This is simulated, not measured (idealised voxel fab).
Process module under the name voxel released beams
Section cut is 260 nm wide and gridded with 5 nm square cells.
Cross-section format: a grid of square cells, given as bands from top to bottom; each band is one or more rows of cells.
Read a band's entry like this: the first values are the height of its top and the height of its bottom in nm, and what follows is the sequence of materials from left to right, each with its width in nm. Note that "air" is empty space, and that a single material marked "everywhere" reaches across the band from edge to edge.
Note: height 0 marks the level under which the wafer is uniformly one material as received. Lowest band unbounded below, written "0 nm and below".
Graded width ("30..40"): value in top row of band = first number; value in bottom row = second number; row-to-row change constant.
Where a step carries "changes: none", the cross-section came out of it unchanged, cell for cell.
Entry "Enclosed cavities" = empty spaces >= 8 cells with no open way to the top; each as width x height at distance, distance from left edge, all nm.
Heads up: the bit after the settings on a step's line is the simulator's remark on that step.
overlay nm: for a step with a mask, the amount by which the mask lay right of where it was planned; a negative amount means left of it.

Process steps (planned)
1 RECEIVE: material Si
2 CONFORMAL_DEP: material SiN, thk nm 5
3 DIRECTIONAL_DEP: material SiO2, thk nm 20
4 DIRECTIONAL_DEP: material aC, thk nm 15
5 PATTERN: tone open, mask id ANCHOR, material resist, width nm 25, thk nm 35, overlay nm 0
6 DIRECTIONAL_ETCH: etch materials aC, depth nm 15
7 STRIP: etch materials resist
8 DIRECTIONAL_ETCH: etch materials SiO2, depth nm 20
9 STRIP: etch materials aC
10 CONFORMAL_DEP: material TiN, thk nm 10
11 MASKED_ETCH: tone cover, mask id BEAM, width nm 100, etch materials TiN, depth nm 10, overlay nm 0
12 STRIP: etch materials SiO2

So this is the incoming wafer in cross-section - it's already been through step 1
	0 nm and below  Si everywhere
	Enclosed cavities: none

Same starting wafer, same plan as above, one mistake in the execution; this is the cross-section at the end of the module
	30 nm to 20 nm  75 air, then 15 TiN, then 5 air, then 80 TiN, then 85 air
	20 nm to 10 nm  80 air, then 10 TiN, then 5 air, then 10 TiN, then 155 air
	10 nm to 0 nm  80 air, then 25 TiN, then 155 air
	0 nm and below  Si everywhere
	Enclosed cavities: none
Finding, execution versus plan: step 2 of the plan was excluded from execution and never run
